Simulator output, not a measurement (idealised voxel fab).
Documented hereafter: the process module known as voxel wiring stack.
The cross-section on display is named cut; it measures 210 nm wide, and its cells are 5 nm squares.
Reading order for cross-sections: top band down to bottom band. Underlying form: a grid of square cells. Band size: one or more rows of cells.
Band: top and bottom heights (nm) first, top before bottom; then materials from left to right, widths in nm. "all across" marks a sole material filling the band edge to edge. "air" denotes empty space.
For the purposes of this specification, 0 denotes the height below which the wafer in its as-received condition is composed wholly of one material, and the lowermost band, lacking a lower limit, extends downward without end, as expressed in "0..down".
Width: "30 to 40" (first number = top row, second number = bottom row, same change from row to row of cells).
Any step labelled "nothing changed" changed none of the cells in the cross-section.
"Cavities, closed": sealed empty spaces, 8 cells or more, no open way to top, listed width x height at distance, with distance from the left edge and width, height and distance in nm.
Anything after a step's settings on that line? It's the simulator's own note about the step.
overlay nm: mask right of planned place by this much (step with mask). Neg. = left.
# Process steps - plan
- 1: RECEIVE with material Si
- 2: CONFORMAL_DEP with material SiO2, thk nm 10
- 3: CONFORMAL_DEP with material SiCN, thk nm 5
- 4: DIRECTIONAL_DEP with material SiO2, thk nm 25
- 5: MASKED_ETCH with tone open, mask id METAL_1, width nm 30, pitch nm 45, etch materials SiO2, depth nm 25, overlay nm 0
- 6: MASKED_ETCH with tone open, mask id METAL_1, width nm 30, pitch nm 45, etch materials SiCN, depth nm 5, overlay nm 0
- 7: CONFORMAL_DEP with material TiN, thk nm 5
- 8: FILL_DEP with material W, thk nm 10
- 9: CMP with height nm 40
- 10: EPI with material Ru, thk nm 5
- 11: FILL_DEP with material SiCN, thk nm 5
- 12: DIRECTIONAL_DEP with material SiO2, thk nm 35
- 13: DIRECTIONAL_DEP with material aC, thk nm 15
- 14: PATTERN with tone open, mask id METAL_2_HOLES, material resist, width nm 15, pitch nm 45, thk nm 30, overlay nm 0
- 15: DIRECTIONAL_ETCH with etch materials aC, depth nm 15
- 16: STRIP with etch materials resist
- 17: DIRECTIONAL_ETCH with etch materials SiO2, depth nm 35
- 18: STRIP with etch materials aC
- 19: PATTERN with tone open, mask id METAL_2, material resist, width nm 30, pitch nm 45, thk nm 20, overlay nm 0
- 20: DIRECTIONAL_ETCH with etch materials SiO2, depth nm 20
- 21: DIRECTIONAL_ETCH with etch materials SiCN, depth nm 5
- 22: STRIP with etch materials resist
- 23: CONFORMAL_DEP with material TiN, thk nm 5
- 24: FILL_DEP with material Cu, thk nm 10
- 25: CMP with height nm 85
- 26: CONFORMAL_DEP with material SiCN, thk nm 5
# as received, after step 1
    0..down | Si all across
    Cavities, closed: none
# One mistake in running the module, otherwise start and plan as above: cross-section at the end
    90..85 | SiCN all across
    85..70 | SiO2 65, then TiN 5, then Cu 20, then TiN 5, then SiO2 15, then TiN 5, then Cu 20, then TiN 5, then SiO2 70
    70..65 | SiO2 65, then TiN 5, then Cu 5, then TiN 20, then SiO2 15, then TiN 5, then Cu 5, then TiN 20, then SiO2 70
    65..50 | SiO2 65, then TiN 5, then Cu 5, then TiN 5, then SiO2 30, then TiN 5, then Cu 5, then TiN 5, then SiO2 85
    50..45 | SiCN 65, then TiN 15, then SiCN 30, then TiN 15, then SiCN 85
    45..40 | SiCN 60, then Ru 40, then SiCN 5, then Ru 40, then SiCN 65
    40..20 | SiO2 65, then TiN 5, then W 20, then TiN 5, then SiO2 15, then TiN 5, then W 20, then TiN 5, then SiO2 70
    20..15 | SiCN 65, then TiN 30, then SiCN 15, then TiN 30, then SiCN 70
    15..0 | SiO2 all across
    0..down | Si all across
    Cavities, closed: none
Nonconformance to the process plan: step 2 off recipe, ran as CONFORMAL_DEP with material SiO2, thk nm 15
